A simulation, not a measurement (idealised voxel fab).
The process module presented herein is designated voxel wiring stack.
Square cells of 5 nm make up the cross-section cut, whose width is 180 nm.
Cross-section = grid of square cells, listed top down in bands; band = one or more rows. First you get the band's top height and its bottom height, in nm, and then the materials it's made of, left to right, with each width in nm. If you see a single material with "all across", that one covers the band edge to edge. "blank" is empty space. Where do heights start? At 0: under that level the wafer as delivered is made of one material only. And the lowest band has no floor; it just carries on downward, as in "0 -> down". Note: "30->40" means the width goes from the first number (top row of the band) to the second number (bottom row) in equal steps per row of cells. A step reported as "no alteration" is a step in which no cell of the cross-section changed. "Voids, enclosed": sealed empty spaces, 8 cells or more, no open way to top, listed width x height at distance, with distance from the left edge and width, height and distance in nm. On each step's line, the part that comes after the settings is the simulator's own comment on the step. "overlay nm", when on a step's line for a step with a mask, measures how far to the right of its planned place the mask lay; a negative measure means to the left.

**Steps planned for the process**
1,RECEIVE | material Si
2,CONFORMAL_DEP | material SiO2 | thk nm 10
3,DIRECTIONAL_DEP | material TiN | thk nm 5
4,DIRECTIONAL_DEP | material Ru | thk nm 15
5,DIRECTIONAL_DEP | material aC | thk nm 15
6,PATTERN | tone cover | mask id METAL_1 | material resist | width nm 20 | pitch nm 50 | thk nm 35 | overlay nm 0
7,DIRECTIONAL_ETCH | etch materials aC | depth nm 15
8,STRIP | etch materials resist
9,DIRECTIONAL_ETCH | etch materials Ru | depth nm 15
10,DIRECTIONAL_ETCH | etch materials TiN | depth nm 5
11,STRIP | etch materials aC
12,FILL_DEP | material SiO2 | thk nm 10
13,CMP | height nm 30
14,CONFORMAL_DEP | material SiCN | thk nm 5
15,DIRECTIONAL_DEP | material lowk | thk nm 15
16,MASKED_ETCH | tone open | mask id PLUG_1 | width nm 15 | pitch nm 100 | etch materials lowk | depth nm 15 | overlay nm 0
17,MASKED_ETCH | tone open | mask id PLUG_1 | width nm 15 | pitch nm 100 | etch materials SiCN | depth nm 5 | overlay nm 0
18,CONFORMAL_DEP | material TiN | thk nm 5
19,FILL_DEP | material Cu | thk nm 10
20,CMP | height nm 50
21,CONFORMAL_DEP | material SiCN | thk nm 5
22,DIRECTIONAL_DEP | material SiO2 | thk nm 15
23,MASKED_ETCH | tone open | mask id METAL_2 | width nm 20 | pitch nm 50 | etch materials SiO2 | depth nm 15 | overlay nm 0
24,MASKED_ETCH | tone open | mask id METAL_2 | width nm 20 | pitch nm 50 | etch materials SiCN | depth nm 5 | overlay nm 0
25,CONFORMAL_DEP | material TiN | thk nm 5
26,FILL_DEP | material Ru | thk nm 5
27,CMP | height nm 70
28,CONFORMAL_DEP | material SiCN | thk nm 5
29,DIRECTIONAL_DEP | material SiO2 | thk nm 15
30,MASKED_ETCH | tone open | mask id PLUG_2 | width nm 15 | pitch nm 100 | etch materials SiO2 | depth nm 15 | overlay nm 0
31,MASKED_ETCH | tone open | mask id PLUG_2 | width nm 15 | pitch nm 100 | etch materials SiCN | depth nm 5 | overlay nm 0
32,EPI | material Ru | thk nm 10
33,EPI | material Ru | thk nm 10
34,CONFORMAL_DEP | material SiN | thk nm 5
35,DIRECTIONAL_DEP | material lowk | thk nm 15
36,MASKED_ETCH | tone open | mask id METAL_3 | width nm 20 | pitch nm 50 | etch materials lowk | depth nm 15 | overlay nm 0
37,MASKED_ETCH | tone open | mask id METAL_3 | width nm 20 | pitch nm 50 | etch materials SiN | depth nm 5 | overlay nm 0
38,CONFORMAL_DEP | material TiN | thk nm 5
39,FILL_DEP | material Cu | thk nm 10
40,CMP | height nm 110
41,EPI | material Ru | thk nm 5
42,FILL_DEP | material SiCN | thk nm 5
43,DIRECTIONAL_DEP | material SiO2 | thk nm 25
44,MASKED_ETCH | tone open | mask id METAL_4 | width nm 20 | pitch nm 50 | etch materials SiO2 | depth nm 15 | overlay nm 0
45,MASKED_ETCH | tone open | mask id METAL_4_HOLES | width nm 15 | pitch nm 50 | etch materials SiO2 | depth nm 10 | overlay nm 0
46,MASKED_ETCH | tone open | mask id METAL_4_HOLES | width nm 15 | pitch nm 50 | etch materials SiCN | depth nm 5 | overlay nm 0
47,CONFORMAL_DEP | material TiN | thk nm 5
48,FILL_DEP | material Cu | thk nm 10
49,CMP | height nm 145
50,CONFORMAL_DEP | material SiN | thk nm 5

**First wafer out of two, processed as planned**

**Here's what the wafer looked like in cross-section when it arrived - that's after step 1**
    0 -> down = Si all across
    Voids, enclosed: none

**The following cross-section depicts the wafer upon completion of step 2**
    10 -> 0 = SiO2 all across
    At heights below 0, the structure remains unaltered.

**The following cross-section depicts the wafer upon completion of step 3**
    15 -> 10 = TiN all across
    At heights below 10, the structure remains unaltered.

**The following cross-section depicts the wafer upon completion of step 4**
    30 -> 15 = Ru all across
    At heights below 15, the structure remains unaltered.

**The following cross-section depicts the wafer upon completion of step 5**
    45 -> 30 = aC all across
    At heights below 30, the structure remains unaltered.

**The following cross-section depicts the wafer upon completion of step 6**
    80 -> 45 = blank=30, then resist=20, then blank=30, then resist=20, then blank=30, then resist=20, then blank=30
    At heights below 45, the structure remains unaltered.

**The following cross-section depicts the wafer upon completion of step 7**
    65 -> 45 = blank=30, then resist=20, then blank=30, then resist=20, then blank=30, then resist=20, then blank=30
    45 -> 30 = blank=30, then aC=20, then blank=30, then aC=20, then blank=30, then aC=20, then blank=30
    At heights below 30, the structure remains unaltered.

**The following cross-section depicts the wafer upon completion of step 8**
    45 -> 30 = blank=30, then aC=20, then blank=30, then aC=20, then blank=30, then aC=20, then blank=30
    At heights below 30, the structure remains unaltered.

**The following cross-section depicts the wafer upon completion of step 9**
    45 -> 30 = blank=30, then aC=20, then blank=30, then aC=20, then blank=30, then aC=20, then blank=30
    30 -> 15 = blank=30, then Ru=20, then blank=30, then Ru=20, then blank=30, then Ru=20, then blank=30
    At heights below 15, the structure remains unaltered.

**The following cross-section depicts the wafer upon completion of step 10**
    45 -> 30 = blank=30, then aC=20, then blank=30, then aC=20, then blank=30, then aC=20, then blank=30
    30 -> 15 = blank=30, then Ru=20, then blank=30, then Ru=20, then blank=30, then Ru=20, then blank=30
    15 -> 10 = blank=30, then TiN=20, then blank=30, then TiN=20, then blank=30, then TiN=20, then blank=30
    At heights below 10, the structure remains unaltered.

**The following cross-section depicts the wafer upon completion of step 11**
    30 -> 15 = blank=30, then Ru=20, then blank=30, then Ru=20, then blank=30, then Ru=20, then blank=30
    At heights below 15, the structure remains unaltered.

**The following cross-section depicts the wafer upon completion of step 12**
    40 -> 30 = SiO2 all across
    30 -> 15 = SiO2=30, then Ru=20, then SiO2=30, then Ru=20, then SiO2=30, then Ru=20, then SiO2=30
    15 -> 10 = SiO2=30, then TiN=20, then SiO2=30, then TiN=20, then SiO2=30, then TiN=20, then SiO2=30
    At heights below 10, the structure remains unaltered.

**The following cross-section depicts the wafer upon completion of step 13**
    30 -> 15 = SiO2=30, then Ru=20, then SiO2=30, then Ru=20, then SiO2=30, then Ru=20, then SiO2=30
    At heights below 15, the structure remains unaltered.

**The following cross-section depicts the wafer upon completion of step 14**
    35 -> 30 = SiCN all across
    At heights below 30, the structure remains unaltered.

**The following cross-section depicts the wafer upon completion of step 15**
    50 -> 35 = lowk all across
    At heights below 35, the structure remains unaltered.

**The following cross-section depicts the wafer upon completion of step 16**
    50 -> 35 = lowk=30, then blank=15, then lowk=85, then blank=15, then lowk=35
    At heights below 35, the structure remains unaltered.

**The following cross-section depicts the wafer upon completion of step 17**
    50 -> 35 = lowk=30, then blank=15, then lowk=85, then blank=15, then lowk=35
    35 -> 30 = SiCN=30, then blank=15, then SiCN=85, then blank=15, then SiCN=35
    At heights below 30, the structure remains unaltered.

**The following cross-section depicts the wafer upon completion of step 18**
    55 -> 50 = TiN=35, then blank=5, then TiN=95, then blank=5, then TiN=40
    50 -> 35 = lowk=30, then TiN=5, then blank=5, then TiN=5, then lowk=85, then TiN=5, then blank=5, then TiN=5, then lowk=35
    35 -> 30 = SiCN=30, then TiN=15, then SiCN=85, then TiN=15, then SiCN=35
    At heights below 30, the structure remains unaltered.

**The following cross-section depicts the wafer upon completion of step 19**
    65 -> 55 = Cu all across
    55 -> 50 = TiN=35, then Cu=5, then TiN=95, then Cu=5, then TiN=40
    50 -> 35 = lowk=30, then TiN=5, then Cu=5, then TiN=5, then lowk=85, then TiN=5, then Cu=5, then TiN=5, then lowk=35
    At heights below 35, the structure remains unaltered.

**The following cross-section depicts the wafer upon completion of step 20**
    50 -> 35 = lowk=30, then TiN=5, then Cu=5, then TiN=5, then lowk=85, then TiN=5, then Cu=5, then TiN=5, then lowk=35
    At heights below 35, the structure remains unaltered.

**The following cross-section depicts the wafer upon completion of step 21**
    55 -> 50 = SiCN all across
    At heights below 50, the structure remains unaltered.

**The following cross-section depicts the wafer upon completion of step 22**
    70 -> 55 = SiO2 all across
    At heights below 55, the structure remains unaltered.

**The following cross-section depicts the wafer upon completion of step 23**
    70 -> 55 = SiO2=30, then blank=20, then SiO2=30, then blank=20, then SiO2=30, then blank=20, then SiO2=30
    At heights below 55, the structure remains unaltered.

**The following cross-section depicts the wafer upon completion of step 24**
    70 -> 55 = SiO2=30, then blank=20, then SiO2=30, then blank=20, then SiO2=30, then blank=20, then SiO2=30
    55 -> 50 = SiCN=30, then blank=20, then SiCN=30, then blank=20, then SiCN=30, then blank=20, then SiCN=30
    At heights below 50, the structure remains unaltered.

**The following cross-section depicts the wafer upon completion of step 25**
    75 -> 70 = TiN=35, then blank=10, then TiN=40, then blank=10, then TiN=40, then blank=10, then TiN=35
    70 -> 55 = SiO2=30, then TiN=5, then blank=10, then TiN=5, then SiO2=30, then TiN=5, then blank=10, then TiN=5, then SiO2=30, then TiN=5, then blank=10, then TiN=5, then SiO2=30
    55 -> 50 = SiCN=30, then TiN=20, then SiCN=30, then TiN=20, then SiCN=30, then TiN=20, then SiCN=30
    At heights below 50, the structure remains unaltered.

**The following cross-section depicts the wafer upon completion of step 26**
    80 -> 75 = Ru all across
    75 -> 70 = TiN=35, then Ru=10, then TiN=40, then Ru=10, then TiN=40, then Ru=10, then TiN=35
    70 -> 55 = SiO2=30, then TiN=5, then Ru=10, then TiN=5, then SiO2=30, then TiN=5, then Ru=10, then TiN=5, then SiO2=30, then TiN=5, then Ru=10, then TiN=5, then SiO2=30
    At heights below 55, the structure remains unaltered.

**The following cross-section depicts the wafer upon completion of step 27**
    70 -> 55 = SiO2=30, then TiN=5, then Ru=10, then TiN=5, then SiO2=30, then TiN=5, then Ru=10, then TiN=5, then SiO2=30, then TiN=5, then Ru=10, then TiN=5, then SiO2=30
    At heights below 55, the structure remains unaltered.

**The following cross-section depicts the wafer upon completion of step 28**
    75 -> 70 = SiCN all across
    At heights below 70, the structure remains unaltered.

**The following cross-section depicts the wafer upon completion of step 29**
    90 -> 75 = SiO2 all across
    At heights below 75, the structure remains unaltered.

**The following cross-section depicts the wafer upon completion of step 30**
    90 -> 75 = SiO2=30, then blank=15, then SiO2=85, then blank=15, then SiO2=35
    At heights below 75, the structure remains unaltered.

**The following cross-section depicts the wafer upon completion of step 31**
    90 -> 75 = SiO2=30, then blank=15, then SiO2=85, then blank=15, then SiO2=35
    75 -> 70 = SiCN=30, then blank=15, then SiCN=85, then blank=15, then SiCN=35
    At heights below 70, the structure remains unaltered.

**The following cross-section depicts the wafer upon completion of step 32**
    90 -> 80 = SiO2=30, then blank=15, then SiO2=85, then blank=15, then SiO2=35
    80 -> 75 = SiO2=30, then Ru=15, then SiO2=85, then Ru=15, then SiO2=35
    75 -> 70 = SiCN=30, then Ru=15, then SiCN=85, then Ru=15, then SiCN=35
    At heights below 70, the structure remains unaltered.

**The following cross-section depicts the wafer upon completion of step 33**
    90 -> 75 = SiO2=30, then Ru=15, then SiO2=85, then Ru=15, then SiO2=35
    At heights below 75, the structure remains unaltered.

**The following cross-section depicts the wafer upon completion of step 34**
    95 -> 90 = SiN all across
    At heights below 90, the structure remains unaltered.

**The following cross-section depicts the wafer upon completion of step 35**
    110 -> 95 = lowk all across
    At heights below 95, the structure remains unaltered.

**The following cross-section depicts the wafer upon completion of step 36**
    110 -> 95 = lowk=30, then blank=20, then lowk=30, then blank=20, then lowk=30, then blank=20, then lowk=30
    At heights below 95, the structure remains unaltered.

**The following cross-section depicts the wafer upon completion of step 37**
    110 -> 95 = lowk=30, then blank=20, then lowk=30, then blank=20, then lowk=30, then blank=20, then lowk=30
    95 -> 90 = SiN=30, then blank=20, then SiN=30, then blank=20, then SiN=30, then blank=20, then SiN=30
    At heights below 90, the structure remains unaltered.

**The following cross-section depicts the wafer upon completion of step 38**
    115 -> 110 = TiN=35, then blank=10, then TiN=40, then blank=10, then TiN=40, then blank=10, then TiN=35
    110 -> 95 = lowk=30, then TiN=5, then blank=10, then TiN=5, then lowk=30, then TiN=5, then blank=10, then TiN=5, then lowk=30, then TiN=5, then blank=10, then TiN=5, then lowk=30
    95 -> 90 = SiN=30, then TiN=20, then SiN=30, then TiN=20, then SiN=30, then TiN=20, then SiN=30
    At heights below 90, the structure remains unaltered.

**The following cross-section depicts the wafer upon completion of step 39**
    125 -> 115 = Cu all across
    115 -> 110 = TiN=35, then Cu=10, then TiN=40, then Cu=10, then TiN=40, then Cu=10, then TiN=35
    110 -> 95 = lowk=30, then TiN=5, then Cu=10, then TiN=5, then lowk=30, then TiN=5, then Cu=10, then TiN=5, then lowk=30, then TiN=5, then Cu=10, then TiN=5, then lowk=30
    At heights below 95, the structure remains unaltered.

**The following cross-section depicts the wafer upon completion of step 40**
    110 -> 95 = lowk=30, then TiN=5, then Cu=10, then TiN=5, then lowk=30, then TiN=5, then Cu=10, then TiN=5, then lowk=30, then TiN=5, then Cu=10, then TiN=5, then lowk=30
    At heights below 95, the structure remains unaltered.

**The following cross-section depicts the wafer upon completion of step 41**
    115 -> 110 = blank=25, then Ru=30, then blank=20, then Ru=30, then blank=20, then Ru=30, then blank=25
    At heights below 110, the structure remains unaltered.

**The following cross-section depicts the wafer upon completion of step 42**
    120 -> 115 = SiCN all across
    115 -> 110 = SiCN=25, then Ru=30, then SiCN=20, then Ru=30, then SiCN=20, then Ru=30, then SiCN=25
    At heights below 110, the structure remains unaltered.

**The following cross-section depicts the wafer upon completion of step 43**
    145 -> 120 = SiO2 all across
    At heights below 120, the structure remains unaltered.

**The following cross-section depicts the wafer upon completion of step 44**
    145 -> 130 = SiO2=30, then blank=20, then SiO2=30, then blank=20, then SiO2=30, then blank=20, then SiO2=30
    At heights below 130, the structure remains unaltered.

**The following cross-section depicts the wafer upon completion of step 45**
    145 -> 130 = SiO2=30, then blank=20, then SiO2=30, then blank=20, then SiO2=30, then blank=20, then SiO2=30
    130 -> 120 = SiO2=30, then blank=15, then SiO2=35, then blank=15, then SiO2=35, then blank=15, then SiO2=35
    At heights below 120, the structure remains unaltered.

**The following cross-section depicts the wafer upon completion of step 46**
    145 -> 130 = SiO2=30, then blank=20, then SiO2=30, then blank=20, then SiO2=30, then blank=20, then SiO2=30
    130 -> 120 = SiO2=30, then blank=15, then SiO2=35, then blank=15, then SiO2=35, then blank=15, then SiO2=35
    120 -> 115 = SiCN=30, then blank=15, then SiCN=35, then blank=15, then SiCN=35, then blank=15, then SiCN=35
    At heights below 115, the structure remains unaltered.

**The following cross-section depicts the wafer upon completion of step 47**
    150 -> 145 = TiN=35, then blank=10, then TiN=40, then blank=10, then TiN=40, then blank=10, then TiN=35
    145 -> 135 = SiO2=30, then TiN=5, then blank=10, then TiN=5, then SiO2=30, then TiN=5, then blank=10, then TiN=5, then SiO2=30, then TiN=5, then blank=10, then TiN=5, then SiO2=30
    135 -> 130 = SiO2=30, then TiN=5, then blank=5, then TiN=10, then SiO2=30, then TiN=5, then blank=5, then TiN=10, then SiO2=30, then TiN=5, then blank=5, then TiN=10, then SiO2=30
    130 -> 120 = SiO2=30, then TiN=5, then blank=5, then TiN=5, then SiO2=35, then TiN=5, then blank=5, then TiN=5, then SiO2=35, then TiN=5, then blank=5, then TiN=5, then SiO2=35
    120 -> 115 = SiCN=30, then TiN=15, then SiCN=35, then TiN=15, then SiCN=35, then TiN=15, then SiCN=35
    At heights below 115, the structure remains unaltered.

**The following cross-section depicts the wafer upon completion of step 48**
    160 -> 150 = Cu all across
    150 -> 145 = TiN=35, then Cu=10, then TiN=40, then Cu=10, then TiN=40, then Cu=10, then TiN=35
    145 -> 135 = SiO2=30, then TiN=5, then Cu=10, then TiN=5, then SiO2=30, then TiN=5, then Cu=10, then TiN=5, then SiO2=30, then TiN=5, then Cu=10, then TiN=5, then SiO2=30
    135 -> 130 = SiO2=30, then TiN=5, then Cu=5, then TiN=10, then SiO2=30, then TiN=5, then Cu=5, then TiN=10, then SiO2=30, then TiN=5, then Cu=5, then TiN=10, then SiO2=30
    130 -> 120 = SiO2=30, then TiN=5, then Cu=5, then TiN=5, then SiO2=35, then TiN=5, then Cu=5, then TiN=5, then SiO2=35, then TiN=5, then Cu=5, then TiN=5, then SiO2=35
    At heights below 120, the structure remains unaltered.

**The following cross-section depicts the wafer upon completion of step 49**
    145 -> 135 = SiO2=30, then TiN=5, then Cu=10, then TiN=5, then SiO2=30, then TiN=5, then Cu=10, then TiN=5, then SiO2=30, then TiN=5, then Cu=10, then TiN=5, then SiO2=30
    At heights below 135, the structure remains unaltered.

**The following cross-section depicts the wafer upon completion of step 50**
    150 -> 145 = SiN all across
    At heights below 145, the structure remains unaltered.

**Wafer two. Identical start, identical plan. One mistake in execution. Identical history through step 19**

**Second wafer, sectioned view, at step 20's planned end time**
    40 -> 35 = lowk=30, then TiN=5, then Cu=5, then TiN=5, then lowk=85, then TiN=5, then Cu=5, then TiN=5, then lowk=35
    At heights below 35, the structure remains unaltered.

**Second wafer, sectioned view, at step 21's planned end time**
    45 -> 40 = SiCN all across
    At heights below 40, the structure remains unaltered.

**Second wafer, sectioned view, at step 22's planned end time**
    60 -> 45 = SiO2 all across
    At heights below 45, the structure remains unaltered.

**Second wafer, sectioned view, at step 23's planned end time**
    60 -> 45 = SiO2=30, then blank=20, then SiO2=30, then blank=20, then SiO2=30, then blank=20, then SiO2=30
    At heights below 45, the structure remains unaltered.

**Second wafer, sectioned view, at step 24's planned end time**
    60 -> 45 = SiO2=30, then blank=20, then SiO2=30, then blank=20, then SiO2=30, then blank=20, then SiO2=30
    45 -> 40 = SiCN=30, then blank=20, then SiCN=30, then blank=20, then SiCN=30, then blank=20, then SiCN=30
    At heights below 40, the structure remains unaltered.

**Second wafer, sectioned view, at step 25's planned end time**
    65 -> 60 = TiN=35, then blank=10, then TiN=40, then blank=10, then TiN=40, then blank=10, then TiN=35
    60 -> 45 = SiO2=30, then TiN=5, then blank=10, then TiN=5, then SiO2=30, then TiN=5, then blank=10, then TiN=5, then SiO2=30, then TiN=5, then blank=10, then TiN=5, then SiO2=30
    45 -> 40 = SiCN=30, then TiN=20, then SiCN=30, then TiN=20, then SiCN=30, then TiN=20, then SiCN=30
    At heights below 40, the structure remains unaltered.

**Second wafer, sectioned view, at step 26's planned end time**
    70 -> 65 = Ru all across
    65 -> 60 = TiN=35, then Ru=10, then TiN=40, then Ru=10, then TiN=40, then Ru=10, then TiN=35
    60 -> 45 = SiO2=30, then TiN=5, then Ru=10, then TiN=5, then SiO2=30, then TiN=5, then Ru=10, then TiN=5, then SiO2=30, then TiN=5, then Ru=10, then TiN=5, then SiO2=30
    At heights below 45, the structure remains unaltered.

Second wafer, sectioned view, at step 27's planned end time: no alteration

**Second wafer, sectioned view, at step 28's planned end time**
    75 -> 70 = SiCN all across
    At heights below 70, the structure remains unaltered.

**Second wafer, sectioned view, at step 29's planned end time**
    90 -> 75 = SiO2 all across
    At heights below 75, the structure remains unaltered.

**Second wafer, sectioned view, at step 30's planned end time**
    90 -> 75 = SiO2=30, then blank=15, then SiO2=85, then blank=15, then SiO2=35
    At heights below 75, the structure remains unaltered.

**Second wafer, sectioned view, at step 31's planned end time**
    90 -> 75 = SiO2=30, then blank=15, then SiO2=85, then blank=15, then SiO2=35
    75 -> 70 = SiCN=30, then blank=15, then SiCN=85, then blank=15, then SiCN=35
    At heights below 70, the structure remains unaltered.

**Second wafer, sectioned view, at step 32's planned end time**
    90 -> 80 = SiO2=30, then blank=15, then SiO2=85, then blank=15, then SiO2=35
    80 -> 75 = SiO2=30, then Ru=15, then SiO2=85, then Ru=15, then SiO2=35
    75 -> 70 = SiCN=30, then Ru=15, then SiCN=85, then Ru=15, then SiCN=35
    At heights below 70, the structure remains unaltered.

**Second wafer, sectioned view, at step 33's planned end time**
    90 -> 75 = SiO2=30, then Ru=15, then SiO2=85, then Ru=15, then SiO2=35
    At heights below 75, the structure remains unaltered.

**Second wafer, sectioned view, at step 34's planned end time**
    95 -> 90 = SiN all across
    At heights below 90, the structure remains unaltered.

**Second wafer, sectioned view, at step 35's planned end time**
    110 -> 95 = lowk all across
    At heights below 95, the structure remains unaltered.

**Second wafer, sectioned view, at step 36's planned end time**
    110 -> 95 = lowk=30, then blank=20, then lowk=30, then blank=20, then lowk=30, then blank=20, then lowk=30
    At heights below 95, the structure remains unaltered.

**Second wafer, sectioned view, at step 37's planned end time**
    110 -> 95 = lowk=30, then blank=20, then lowk=30, then blank=20, then lowk=30, then blank=20, then lowk=30
    95 -> 90 = SiN=30, then blank=20, then SiN=30, then blank=20, then SiN=30, then blank=20, then SiN=30
    At heights below 90, the structure remains unaltered.

**Second wafer, sectioned view, at step 38's planned end time**
    115 -> 110 = TiN=35, then blank=10, then TiN=40, then blank=10, then TiN=40, then blank=10, then TiN=35
    110 -> 95 = lowk=30, then TiN=5, then blank=10, then TiN=5, then lowk=30, then TiN=5, then blank=10, then TiN=5, then lowk=30, then TiN=5, then blank=10, then TiN=5, then lowk=30
    95 -> 90 = SiN=30, then TiN=20, then SiN=30, then TiN=20, then SiN=30, then TiN=20, then SiN=30
    At heights below 90, the structure remains unaltered.

**Second wafer, sectioned view, at step 39's planned end time**
    125 -> 115 = Cu all across
    115 -> 110 = TiN=35, then Cu=10, then TiN=40, then Cu=10, then TiN=40, then Cu=10, then TiN=35
    110 -> 95 = lowk=30, then TiN=5, then Cu=10, then TiN=5, then lowk=30, then TiN=5, then Cu=10, then TiN=5, then lowk=30, then TiN=5, then Cu=10, then TiN=5, then lowk=30
    At heights below 95, the structure remains unaltered.

**Second wafer, sectioned view, at step 40's planned end time**
    110 -> 95 = lowk=30, then TiN=5, then Cu=10, then TiN=5, then lowk=30, then TiN=5, then Cu=10, then TiN=5, then lowk=30, then TiN=5, then Cu=10, then TiN=5, then lowk=30
    At heights below 95, the structure remains unaltered.

**Second wafer, sectioned view, at step 41's planned end time**
    115 -> 110 = blank=25, then Ru=30, then blank=20, then Ru=30, then blank=20, then Ru=30, then blank=25
    At heights below 110, the structure remains unaltered.

**Second wafer, sectioned view, at step 42's planned end time**
    120 -> 115 = SiCN all across
    115 -> 110 = SiCN=25, then Ru=30, then SiCN=20, then Ru=30, then SiCN=20, then Ru=30, then SiCN=25
    At heights below 110, the structure remains unaltered.

**Second wafer, sectioned view, at step 43's planned end time**
    145 -> 120 = SiO2 all across
    At heights below 120, the structure remains unaltered.

**Second wafer, sectioned view, at step 44's planned end time**
    145 -> 130 = SiO2=30, then blank=20, then SiO2=30, then blank=20, then SiO2=30, then blank=20, then SiO2=30
    At heights below 130, the structure remains unaltered.

**Second wafer, sectioned view, at step 45's planned end time**
    145 -> 130 = SiO2=30, then blank=20, then SiO2=30, then blank=20, then SiO2=30, then blank=20, then SiO2=30
    130 -> 120 = SiO2=30, then blank=15, then SiO2=35, then blank=15, then SiO2=35, then blank=15, then SiO2=35
    At heights below 120, the structure remains unaltered.

**Second wafer, sectioned view, at step 46's planned end time**
    145 -> 130 = SiO2=30, then blank=20, then SiO2=30, then blank=20, then SiO2=30, then blank=20, then SiO2=30
    130 -> 120 = SiO2=30, then blank=15, then SiO2=35, then blank=15, then SiO2=35, then blank=15, then SiO2=35
    120 -> 115 = SiCN=30, then blank=15, then SiCN=35, then blank=15, then SiCN=35, then blank=15, then SiCN=35
    At heights below 115, the structure remains unaltered.

**Second wafer, sectioned view, at step 47's planned end time**
    150 -> 145 = TiN=35, then blank=10, then TiN=40, then blank=10, then TiN=40, then blank=10, then TiN=35
    145 -> 135 = SiO2=30, then TiN=5, then blank=10, then TiN=5, then SiO2=30, then TiN=5, then blank=10, then TiN=5, then SiO2=30, then TiN=5, then blank=10, then TiN=5, then SiO2=30
    135 -> 130 = SiO2=30, then TiN=5, then blank=5, then TiN=10, then SiO2=30, then TiN=5, then blank=5, then TiN=10, then SiO2=30, then TiN=5, then blank=5, then TiN=10, then SiO2=30
    130 -> 120 = SiO2=30, then TiN=5, then blank=5, then TiN=5, then SiO2=35, then TiN=5, then blank=5, then TiN=5, then SiO2=35, then TiN=5, then blank=5, then TiN=5, then SiO2=35
    120 -> 115 = SiCN=30, then TiN=15, then SiCN=35, then TiN=15, then SiCN=35, then TiN=15, then SiCN=35
    At heights below 115, the structure remains unaltered.

**Second wafer, sectioned view, at step 48's planned end time**
    160 -> 150 = Cu all across
    150 -> 145 = TiN=35, then Cu=10, then TiN=40, then Cu=10, then TiN=40, then Cu=10, then TiN=35
    145 -> 135 = SiO2=30, then TiN=5, then Cu=10, then TiN=5, then SiO2=30, then TiN=5, then Cu=10, then TiN=5, then SiO2=30, then TiN=5, then Cu=10, then TiN=5, then SiO2=30
    135 -> 130 = SiO2=30, then TiN=5, then Cu=5, then TiN=10, then SiO2=30, then TiN=5, then Cu=5, then TiN=10, then SiO2=30, then TiN=5, then Cu=5, then TiN=10, then SiO2=30
    130 -> 120 = SiO2=30, then TiN=5, then Cu=5, then TiN=5, then SiO2=35, then TiN=5, then Cu=5, then TiN=5, then SiO2=35, then TiN=5, then Cu=5, then TiN=5, then SiO2=35
    At heights below 120, the structure remains unaltered.

**Second wafer, sectioned view, at step 49's planned end time**
    145 -> 135 = SiO2=30, then TiN=5, then Cu=10, then TiN=5, then SiO2=30, then TiN=5, then Cu=10, then TiN=5, then SiO2=30, then TiN=5, then Cu=10, then TiN=5, then SiO2=30
    At heights below 135, the structure remains unaltered.

**Second wafer, sectioned view, at step 50's planned end time**
    150 -> 145 = SiN all across
    At heights below 145, the structure remains unaltered.
Here's what went sideways: step 20 did not happen as planned, as run it was CMP | height nm 40
End of process, cell counts, second wafer against first, materials with more or fewer: Cu: 4 fewer | Ru: 42 more | TiN: 22 more | lowk: 60 fewer
